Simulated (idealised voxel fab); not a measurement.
The process module presented herein is designated voxel air gaps.
Xsec cut, 270 nm wide, square cell size 5 nm.
A cross-section is a grid of square cells, given in bands from the top down. A band is one or more rows of cells.
First you get the band's top height and its bottom height, in nm, and then the materials it's made of, left to right, with each width in nm. If you see a single material with "throughout", that one covers the band edge to edge. "empty" is empty space.
A quick word on heights: they are counted from 0, and under that level the wafer as it came to us is one material throughout. The lowest band is different from the rest in having no bottom; it simply continues downward, written as in "z 0 and below".
A width given as "30..40" starts at the first number in the band's top row and ends at the second number in its bottom row, shifting by an equal amount at every step from row to row.
"changes: none", as given for a step, is the statement that not any cell of the cross-section underwent a change during that step.
"Closed voids list" lists enclosed empty spaces (at least 8 cells, no open path upward to the top), each as width x height at distance from the left edge, in nm.
If you see something after the settings on a step's line, that's the simulator's own remark about that step.
If you see "overlay nm" on a step's line and that step has a mask, it's telling you how far right of where it was planned the mask ended up; a negative number means it went left instead.
[Process steps foreseen in the plan]
1. RECEIVE: material Si
2. CONFORMAL_DEP: material SiO2, thk nm 15
3. CONFORMAL_DEP: material SiN, thk nm 5
4. DIRECTIONAL_DEP: material lowk, thk nm 30
5. PATTERN: tone open, mask id LINES, material resist, width nm 25, pitch nm 50, thk nm 15, overlay nm 0
6. DIRECTIONAL_ETCH: etch materials lowk, depth nm 30
7. STRIP: etch materials resist
8. CONFORMAL_DEP: material TiN, thk nm 5
9. FILL_DEP: material Cu, thk nm 10
10. CMP: height nm 50
11. EPI: material Ru, thk nm 10
12. SELECTIVE_ETCH: etch materials lowk, depth nm 40
13. CONFORMAL_DEP: material SiCN, thk nm 5
[The cross-section here shows the wafer as received, i.e. in its state after step 1]
	z 0 and below = Si throughout
	Closed voids list: none
[Final wafer profile in cross-section after the module, from the same start and plan as above, with one mistake made during processing]
	z 55 to 50 = empty 30 nm / SiCN 205 nm / empty 35 nm
	z 50 to 40 = empty 30 nm / SiCN 5 nm / Ru 45 nm / SiCN 5 nm / Ru 45 nm / SiCN 5 nm / Ru 45 nm / SiCN 5 nm / Ru 45 nm / SiCN 5 nm / empty 35 nm
	z 40 to 35 = empty 30 nm / SiCN 15 nm / TiN 5 nm / Cu 15 nm / TiN 5 nm / SiCN 25 nm / TiN 5 nm / Cu 15 nm / TiN 5 nm / SiCN 25 nm / TiN 5 nm / Cu 15 nm / TiN 5 nm / SiCN 25 nm / TiN 5 nm / Cu 15 nm / TiN 5 nm / SiCN 15 nm / empty 35 nm
	z 35 to 25 = empty 40 nm / SiCN 5 nm / TiN 5 nm / Cu 15 nm / TiN 5 nm / SiCN 5 nm / empty 15 nm / SiCN 5 nm / TiN 5 nm / Cu 15 nm / TiN 5 nm / SiCN 5 nm / empty 15 nm / SiCN 5 nm / TiN 5 nm / Cu 15 nm / TiN 5 nm / SiCN 5 nm / empty 15 nm / SiCN 5 nm / TiN 5 nm / Cu 15 nm / TiN 5 nm / SiCN 5 nm / empty 45 nm
	z 25 to 20 = SiCN 45 nm / TiN 25 nm / SiCN 25 nm / TiN 25 nm / SiCN 25 nm / TiN 25 nm / SiCN 25 nm / TiN 25 nm / SiCN 50 nm
	z 20 to 15 = SiN throughout
	z 15 to 0 = SiO2 throughout
	z 0 and below = Si throughout
	Closed voids list: none
Processing error: step 10 was not run as planned; what actually ran was CMP: height nm 40
